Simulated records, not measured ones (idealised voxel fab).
Title: Process Module voxel ribs on slabs
Section cut is 225 nm wide and gridded with 5 nm square cells.
Cross-section layout: square cells on a grid; listed as bands, top to bottom; a band spans one or more cell rows. Band entry format. Leading values: height of top, height of bottom, nm. Remainder: materials in left-to-right order, each with its width in nm. Special words: "all across" on a single material, which then fills the band edge to edge; "empty", empty space. Where do heights start? At 0: under that level the wafer as delivered is made of one material only. And the lowest band has no floor; it just carries on downward, as in "0 and below". A width given as "30->40" starts at the first number in the band's top row and ends at the second number in its bottom row, shifting by an equal amount at every step from row to row. What does "everything unchanged" mean for a step? It means no cell of the cross-section changed in that step. What "Sealed internal voids" gives you is every empty space of 8 cells or more that is cut off from the top. Each appears as width x height at distance, with the distance taken from the left edge and width, height and distance all in nm. Anything after a step's settings on that line? It's the simulator's own note about the step. When a step includes a mask, the "overlay nm" setting on its line states how far to the right of its planned place that mask lay, and negative values state how far to the left.
This section lists the process steps that were planned
1,RECEIVE,material Si
2,DIRECTIONAL_DEP,material SiO2,thk nm 20
3,DIRECTIONAL_DEP,material SiN,thk nm 15
4,PATTERN,tone cover,mask id RIB,material resist,width nm 15,thk nm 20,overlay nm 0
5,DIRECTIONAL_ETCH,etch materials SiN,depth nm 10
6,STRIP,etch materials resist
7,PATTERN,tone cover,mask id SLAB,material resist,width nm 65,thk nm 20,overlay nm 0
8,DIRECTIONAL_ETCH,etch materials SiN,depth nm 5
9,STRIP,etch materials resist
10,FILL_DEP,material SiO2,thk nm 20
11,CMP,height nm 50
12,DIRECTIONAL_DEP,material TiN,thk nm 10
13,PATTERN,tone cover,mask id HEATER,material resist,width nm 25,thk nm 15,overlay nm 0
14,DIRECTIONAL_ETCH,etch materials TiN,depth nm 10
15,STRIP,etch materials resist
16,CONFORMAL_DEP,material SiN,thk nm 10
Cross-section of the wafer at receipt, which is the condition after step 1
  0 and below  Si all across
  Sealed internal voids: none
Final cross-section, module run with one mistake (start and plan as above)
  70 down to 60  empty 90 / SiN 45 / empty 90
  60 down to 50  SiN 100 / TiN 25 / SiN 100
  50 down to 35  SiO2 all across
  35 down to 25  SiO2 105 / SiN 15 / SiO2 105
  25 down to 20  SiO2 70 / SiN 65 / SiO2 90
  20 down to 0  SiO2 all across
  0 and below  Si all across
  Sealed internal voids: none
Want to know what went wrong? it should be noted that step 7 was executed with settings other than those planned, the operation and settings actually applied being PATTERN,tone cover,mask id SLAB,material resist,width nm 65,thk nm 20,overlay nm -10
